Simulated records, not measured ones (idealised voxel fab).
A process module follows: voxel self aligned contacts.
The cross-section shown here is cut; it is 145 nm wide and divided into square cells measuring 5 nm on a side.
The cross-sections in this document take the form of a grid made of square cells. They are written out as bands, in order from top to bottom. Each band consists of one or more rows of cells. In this notation a band is specified by the heights of its top and bottom, in that order and in nm, after which its materials appear from left to right, each paired with its width in nm. The word "full width" attached to a single material means that material fills the band from edge to edge; the word "air" stands for empty space. All heights in this document are referenced to 0, defined as the level beneath which the wafer, as received, consists entirely of one material. The lowest band is not bounded below; it extends indefinitely downward and is written in the form "0 nm and below". A two-number width, for instance "30->40", indicates that the width is equal to the first number in the top row of the band and to the second number in the bottom row, and that it changes by a constant amount per row of cells. "remained the same" (step): cross-section cells unchanged, all of them. Basically, "Cavities, closed" tells you about the enclosed voids: empty spaces with no open way to the top, 8 cells or bigger, each written width x height at distance, where distance is from the left edge, all in nm. after a step's settings: what the simulator itself notes on the step. "overlay nm" answers the question of how far to the right of plan the mask lay on a step that has a mask, and when it is negative the answer is to the left.
[plan]
1,RECEIVE, material Si
2,CONFORMAL_DEP, material SiO2, thk nm 5
3,DIRECTIONAL_DEP, material polySi, thk nm 20
4,DIRECTIONAL_DEP, material SiN, thk nm 20
5,PATTERN, tone cover, mask id GATE, material resist, width nm 35, pitch nm 70, thk nm 15, overlay nm 0
6,DIRECTIONAL_ETCH, etch materials SiN, depth nm 20
7,DIRECTIONAL_ETCH, etch materials polySi, depth nm 20
8,STRIP, etch materials resist
9,CONFORMAL_DEP, material SiN, thk nm 10
10,DIRECTIONAL_ETCH, etch materials SiN, depth nm 10
11,FILL_DEP, material SiO2, thk nm 15
12,CMP, height nm 55
13,DIRECTIONAL_DEP, material aC, thk nm 15
14,PATTERN, tone open, mask id CONTACT, material resist, width nm 55, thk nm 30, overlay nm 0
15,DIRECTIONAL_ETCH, etch materials aC, depth nm 15
16,STRIP, etch materials resist
17,DIRECTIONAL_ETCH, etch materials SiO2, depth nm 55
18,STRIP, etch materials aC
19,CONFORMAL_DEP, material TiN, thk nm 5
20,FILL_DEP, material W, thk nm 10
21,CMP, height nm 55
22,CONFORMAL_DEP, material SiN, thk nm 5
[Below: the first of two wafers, run as planned]
[Incoming wafer in cross-section (state: after step 1)]
0 nm and below = Si full width
Cavities, closed: none
[Take a look at the wafer's cross-section after step 2]
5 nm to 0 nm = SiO2 full width
Everything below 0 is unchanged.
[Take a look at the wafer's cross-section after step 3]
25 nm to 5 nm = polySi full width
Everything below 5 is unchanged.
[Take a look at the wafer's cross-section after step 4]
45 nm to 25 nm = SiN full width
Everything below 25 is unchanged.
[Take a look at the wafer's cross-section after step 5]
60 nm to 45 nm = air: 20; resist: 35; air: 35; resist: 35; air: 20
Everything below 45 is unchanged.
[Take a look at the wafer's cross-section after step 6]
60 nm to 45 nm = air: 20; resist: 35; air: 35; resist: 35; air: 20
45 nm to 25 nm = air: 20; SiN: 35; air: 35; SiN: 35; air: 20
Everything below 25 is unchanged.
[Take a look at the wafer's cross-section after step 7]
60 nm to 45 nm = air: 20; resist: 35; air: 35; resist: 35; air: 20
45 nm to 25 nm = air: 20; SiN: 35; air: 35; SiN: 35; air: 20
25 nm to 5 nm = air: 20; polySi: 35; air: 35; polySi: 35; air: 20
Everything below 5 is unchanged.
[Take a look at the wafer's cross-section after step 8]
45 nm to 25 nm = air: 20; SiN: 35; air: 35; SiN: 35; air: 20
Everything below 25 is unchanged.
[Take a look at the wafer's cross-section after step 9]
55 nm to 25 nm = air: 10; SiN: 55; air: 15; SiN: 55; air: 10
25 nm to 15 nm = air: 10; SiN: 10; polySi: 35; SiN: 10; air: 15; SiN: 10; polySi: 35; SiN: 10; air: 10
15 nm to 5 nm = SiN: 20; polySi: 35; SiN: 35; polySi: 35; SiN: 20
Everything below 5 is unchanged.
[Take a look at the wafer's cross-section after step 10]
45 nm to 25 nm = air: 10; SiN: 55; air: 15; SiN: 55; air: 10
25 nm to 5 nm = air: 10; SiN: 10; polySi: 35; SiN: 10; air: 15; SiN: 10; polySi: 35; SiN: 10; air: 10
Everything below 5 is unchanged.
[Take a look at the wafer's cross-section after step 11]
60 nm to 45 nm = SiO2 full width
45 nm to 25 nm = SiO2: 10; SiN: 55; SiO2: 15; SiN: 55; SiO2: 10
25 nm to 5 nm = SiO2: 10; SiN: 10; polySi: 35; SiN: 10; SiO2: 15; SiN: 10; polySi: 35; SiN: 10; SiO2: 10
Everything below 5 is unchanged.
[Take a look at the wafer's cross-section after step 12]
55 nm to 45 nm = SiO2 full width
Everything below 45 is unchanged.
[Take a look at the wafer's cross-section after step 13]
70 nm to 55 nm = aC full width
Everything below 55 is unchanged.
[Take a look at the wafer's cross-section after step 14]
100 nm to 70 nm = resist: 45; air: 55; resist: 45
Everything below 70 is unchanged.
[Take a look at the wafer's cross-section after step 15]
85 nm to 70 nm = resist: 45; air: 55; resist: 45
70 nm to 55 nm = aC: 45; air: 55; aC: 45
Everything below 55 is unchanged.
[Take a look at the wafer's cross-section after step 16]
70 nm to 55 nm = aC: 45; air: 55; aC: 45
Everything below 55 is unchanged.
[Take a look at the wafer's cross-section after step 17]
70 nm to 55 nm = aC: 45; air: 55; aC: 45
55 nm to 45 nm = SiO2: 45; air: 55; SiO2: 45
45 nm to 25 nm = SiO2: 10; SiN: 55; air: 15; SiN: 55; SiO2: 10
25 nm to 5 nm = SiO2: 10; SiN: 10; polySi: 35; SiN: 10; air: 15; SiN: 10; polySi: 35; SiN: 10; SiO2: 10
5 nm to 0 nm = SiO2: 65; air: 15; SiO2: 65
Everything below 0 is unchanged.
[Take a look at the wafer's cross-section after step 18]
55 nm to 45 nm = SiO2: 45; air: 55; SiO2: 45
Everything below 45 is unchanged.
[Take a look at the wafer's cross-section after step 19]
60 nm to 55 nm = TiN: 50; air: 45; TiN: 50
55 nm to 45 nm = SiO2: 45; TiN: 5->25; air: 45->5; TiN: 5->25; SiO2: 45
45 nm to 25 nm = SiO2: 10; SiN: 55; TiN: 5; air: 5; TiN: 5; SiN: 55; SiO2: 10
25 nm to 5 nm = SiO2: 10; SiN: 10; polySi: 35; SiN: 10; TiN: 5; air: 5; TiN: 5; SiN: 10; polySi: 35; SiN: 10; SiO2: 10
5 nm to 0 nm = SiO2: 65; TiN: 15; SiO2: 65
Everything below 0 is unchanged.
[Take a look at the wafer's cross-section after step 20]
70 nm to 60 nm = W full width
60 nm to 55 nm = TiN: 50; W: 45; TiN: 50
55 nm to 45 nm = SiO2: 45; TiN: 5->25; W: 45->5; TiN: 5->25; SiO2: 45
45 nm to 25 nm = SiO2: 10; SiN: 55; TiN: 5; W: 5; TiN: 5; SiN: 55; SiO2: 10
25 nm to 5 nm = SiO2: 10; SiN: 10; polySi: 35; SiN: 10; TiN: 5; W: 5; TiN: 5; SiN: 10; polySi: 35; SiN: 10; SiO2: 10
Everything below 5 is unchanged.
[Take a look at the wafer's cross-section after step 21]
55 nm to 45 nm = SiO2: 45; TiN: 5->25; W: 45->5; TiN: 5->25; SiO2: 45
Everything below 45 is unchanged.
[Take a look at the wafer's cross-section after step 22]
60 nm to 55 nm = SiN full width
Everything below 55 is unchanged.
[The remaining wafer, second of the two, started like the first and was run to the same plan, except that one mistake was made along the way; the two coincide through step 13, inclusive]
[Second wafer profile in section, at the moment step 14 of the plan was meant to be complete]
100 nm to 70 nm = resist: 35; air: 55; resist: 55
Everything below 70 is unchanged.
[Second wafer profile in section, at the moment step 15 of the plan was meant to be complete]
85 nm to 70 nm = resist: 35; air: 55; resist: 55
70 nm to 55 nm = aC: 35; air: 55; aC: 55
Everything below 55 is unchanged.
[Second wafer profile in section, at the moment step 16 of the plan was meant to be complete]
70 nm to 55 nm = aC: 35; air: 55; aC: 55
Everything below 55 is unchanged.
[Second wafer profile in section, at the moment step 17 of the plan was meant to be complete]
70 nm to 55 nm = aC: 35; air: 55; aC: 55
55 nm to 45 nm = SiO2: 35; air: 55; SiO2: 55
45 nm to 25 nm = SiO2: 10; SiN: 55; air: 15; SiN: 55; SiO2: 10
25 nm to 5 nm = SiO2: 10; SiN: 10; polySi: 35; SiN: 10; air: 15; SiN: 10; polySi: 35; SiN: 10; SiO2: 10
5 nm to 0 nm = SiO2: 65; air: 15; SiO2: 65
Everything below 0 is unchanged.
[Second wafer profile in section, at the moment step 18 of the plan was meant to be complete]
55 nm to 45 nm = SiO2: 35; air: 55; SiO2: 55
Everything below 45 is unchanged.
[Second wafer profile in section, at the moment step 19 of the plan was meant to be complete]
60 nm to 55 nm = TiN: 40; air: 45; TiN: 60
55 nm to 45 nm = SiO2: 35; TiN: 5->35; air: 45->5; TiN: 5->15; SiO2: 55
45 nm to 25 nm = SiO2: 10; SiN: 55; TiN: 5; air: 5; TiN: 5; SiN: 55; SiO2: 10
25 nm to 5 nm = SiO2: 10; SiN: 10; polySi: 35; SiN: 10; TiN: 5; air: 5; TiN: 5; SiN: 10; polySi: 35; SiN: 10; SiO2: 10
5 nm to 0 nm = SiO2: 65; TiN: 15; SiO2: 65
Everything below 0 is unchanged.
[Second wafer profile in section, at the moment step 20 of the plan was meant to be complete]
70 nm to 60 nm = W full width
60 nm to 55 nm = TiN: 40; W: 45; TiN: 60
55 nm to 45 nm = SiO2: 35; TiN: 5->35; W: 45->5; TiN: 5->15; SiO2: 55
45 nm to 25 nm = SiO2: 10; SiN: 55; TiN: 5; W: 5; TiN: 5; SiN: 55; SiO2: 10
25 nm to 5 nm = SiO2: 10; SiN: 10; polySi: 35; SiN: 10; TiN: 5; W: 5; TiN: 5; SiN: 10; polySi: 35; SiN: 10; SiO2: 10
Everything below 5 is unchanged.
[Second wafer profile in section, at the moment step 21 of the plan was meant to be complete]
55 nm to 45 nm = SiO2: 35; TiN: 5->35; W: 45->5; TiN: 5->15; SiO2: 55
Everything below 45 is unchanged.
[Second wafer profile in section, at the moment step 22 of the plan was meant to be complete]
60 nm to 55 nm = SiN full width
Everything below 55 is unchanged.
Nonconformance to the process plan: step 14 changed vs plan, executed as PATTERN, tone open, mask id CONTACT, material resist, width nm 55, thk nm 30, overlay nm -10
Upon completion, the cell count for each material on the second wafer equals that on the first, whereas the spatial distribution of those cells differs.
